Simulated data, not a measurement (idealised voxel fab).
You're looking at the process module voxel wiring stack.
Cross-section cut spans 225 nm and uses square cells 5 nm in size.
Cross-section spec: square-cell grid; bands listed top down; each band is one or more rows. Within each band entry, the heights of the top and of the bottom of the band appear first, in that order and in nm; the materials of the band then follow from left to right, each with its corresponding width in nm. The designation "all across" on a single material indicates that it fills the band from edge to edge; the designation "blank" indicates empty space. Height is counted from the level 0, under which the received wafer is composed throughout of one material. The lowest of the bands is not closed at the bottom but continues downward, in the notation "top 0, no bottom". Width: "30->40" (first number = top row, second number = bottom row, same change from row to row of cells). No cell of the cross-section changed in a step that is given as "remained unchanged". "Enclosed void listing": empty spaces of 8 cells or more with no open way to the top, each given as width x height at distance, distance from the left edge, all in nm. after a step's settings: what the simulator itself notes on the step. Among the settings permitted on a step's line is "overlay nm"; applied to a step with a mask, it specifies the extent to which the mask lay to the right of its planned position, whereas a negative figure signifies a position to the left.
# These are the steps we planned for the process
1. RECEIVE with material Si
2. CONFORMAL_DEP with material SiO2, thk nm 10
3. CONFORMAL_DEP with material SiN, thk nm 5
4. DIRECTIONAL_DEP with material SiO2, thk nm 20
5. DIRECTIONAL_DEP with material aC, thk nm 10
6. PATTERN with tone open, mask id METAL_1, material resist, width nm 30, pitch nm 55, thk nm 25, overlay nm 0
7. DIRECTIONAL_ETCH with etch materials aC, depth nm 10
8. STRIP with etch materials resist
9. DIRECTIONAL_ETCH with etch materials SiO2, depth nm 20
10. DIRECTIONAL_ETCH with etch materials SiN, depth nm 5
11. STRIP with etch materials aC
12. CONFORMAL_DEP with material TiN, thk nm 5
13. FILL_DEP with material Cu, thk nm 5
14. CMP with height nm 35
15. CONFORMAL_DEP with material SiCN, thk nm 5
16. DIRECTIONAL_DEP with material lowk, thk nm 10
17. DIRECTIONAL_DEP with material aC, thk nm 10
18. PATTERN with tone open, mask id PLUG_1, material resist, width nm 15, thk nm 30, overlay nm 0
19. DIRECTIONAL_ETCH with etch materials aC, depth nm 10
20. STRIP with etch materials resist
21. DIRECTIONAL_ETCH with etch materials lowk, depth nm 10
22. DIRECTIONAL_ETCH with etch materials SiCN, depth nm 5
23. STRIP with etch materials aC
24. EPI with material Ru, thk nm 10
25. EPI with material Ru, thk nm 5
26. CONFORMAL_DEP with material SiN, thk nm 5
27. DIRECTIONAL_DEP with material lowk, thk nm 15
28. DIRECTIONAL_DEP with material aC, thk nm 15
29. PATTERN with tone open, mask id METAL_2, material resist, width nm 30, pitch nm 55, thk nm 30, overlay nm 0
30. DIRECTIONAL_ETCH with etch materials aC, depth nm 15
31. STRIP with etch materials resist
32. DIRECTIONAL_ETCH with etch materials lowk, depth nm 15
33. DIRECTIONAL_ETCH with etch materials SiN, depth nm 5
34. STRIP with etch materials aC
35. CONFORMAL_DEP with material TiN, thk nm 5
36. FILL_DEP with material Ru, thk nm 10
37. CMP with height nm 70
38. CONFORMAL_DEP with material SiCN, thk nm 5
39. DIRECTIONAL_DEP with material SiO2, thk nm 30
40. PATTERN with tone open, mask id METAL_3_HOLES, material resist, width nm 15, thk nm 20, overlay nm 0
41. DIRECTIONAL_ETCH with etch materials SiO2, depth nm 30
42. STRIP with etch materials resist
43. MASKED_ETCH with tone open, mask id METAL_3, width nm 30, pitch nm 55, etch materials SiO2, depth nm 15, overlay nm 0
44. MASKED_ETCH with tone open, mask id METAL_3, width nm 30, pitch nm 55, etch materials SiCN, depth nm 5, overlay nm 0
45. CONFORMAL_DEP with material TiN, thk nm 5
46. FILL_DEP with material Ru, thk nm 10
47. CMP with height nm 105
48. CONFORMAL_DEP with material SiCN, thk nm 5
# Cross-section, incoming material, after step 1
> top 0, no bottom: Si all across
> Enclosed void listing: none
# First of two wafers at the end of the module, shown in cross-section; run carried out as planned
> top 110, bottom 105: SiCN all across
> top 105, bottom 95: SiO2: 70, TiN: 5, Ru: 20, TiN: 5, SiO2: 25, TiN: 5, Ru: 20, TiN: 5, SiO2: 70
> top 95, bottom 90: SiO2: 70, TiN: 5, Ru: 5, TiN: 20, SiO2: 25, TiN: 30, SiO2: 70
> top 90, bottom 75: SiO2: 70, TiN: 5, Ru: 5, TiN: 5, SiO2: 140
> top 75, bottom 70: SiCN: 70, TiN: 15, SiCN: 140
> top 70, bottom 55: lowk: 70, TiN: 5, Ru: 20, TiN: 5, lowk: 25, TiN: 5, Ru: 20, TiN: 5, lowk: 70
> top 55, bottom 50: SiN: 70, TiN: 30, SiN: 25, TiN: 30, SiN: 70
> top 50, bottom 40: lowk: 70, Ru: 15, lowk: 140
> top 40, bottom 35: SiCN: 70, Ru: 15, SiCN: 140
> top 35, bottom 15: SiO2: 70, TiN: 5, Cu: 20, TiN: 5, SiO2: 25, TiN: 5, Cu: 20, TiN: 5, SiO2: 70
> top 15, bottom 10: SiN: 70, TiN: 30, SiN: 25, TiN: 30, SiN: 70
> top 10, bottom 0: SiO2 all across
> top 0, no bottom: Si all across
> Enclosed void listing: none
# Wafer two (of two), end-of-module cross-section: start = wafer one, plan = wafer one, one run mistake
> top 110, bottom 105: SiCN all across
> top 105, bottom 95: SiO2: 70, TiN: 5, Ru: 20, TiN: 5, SiO2: 25, TiN: 5, Ru: 20, TiN: 5, SiO2: 70
> top 95, bottom 90: SiO2: 70, TiN: 5, Ru: 5, TiN: 20, SiO2: 25, TiN: 30, SiO2: 70
> top 90, bottom 75: SiO2: 70, TiN: 5, Ru: 5, TiN: 5, SiO2: 140
> top 75, bottom 70: SiCN: 70, TiN: 15, SiCN: 140
> top 70, bottom 60: Ru all across
> top 60, bottom 55: TiN: 75, Ru: 20, TiN: 35, Ru: 20, TiN: 75
> top 55, bottom 50: SiN: 70, TiN: 30, SiN: 25, TiN: 30, SiN: 70
> top 50, bottom 40: lowk: 70, Ru: 15, lowk: 140
> top 40, bottom 35: SiCN: 70, Ru: 15, SiCN: 140
> top 35, bottom 15: SiO2: 70, TiN: 5, Cu: 20, TiN: 5, SiO2: 25, TiN: 5, Cu: 20, TiN: 5, SiO2: 70
> top 15, bottom 10: SiN: 70, TiN: 30, SiN: 25, TiN: 30, SiN: 70
> top 10, bottom 0: SiO2 all across
> top 0, no bottom: Si all across
> Enclosed void listing: none
It is concluded that the wafer was processed incorrectly with respect to the plan, in that the plan's step 27 went unexecuted, having been skipped
Final difference in cells, second wafer against first, listed per material as more or fewer: 74 more of Ru, 25 more of TiN, 99 fewer of lowk
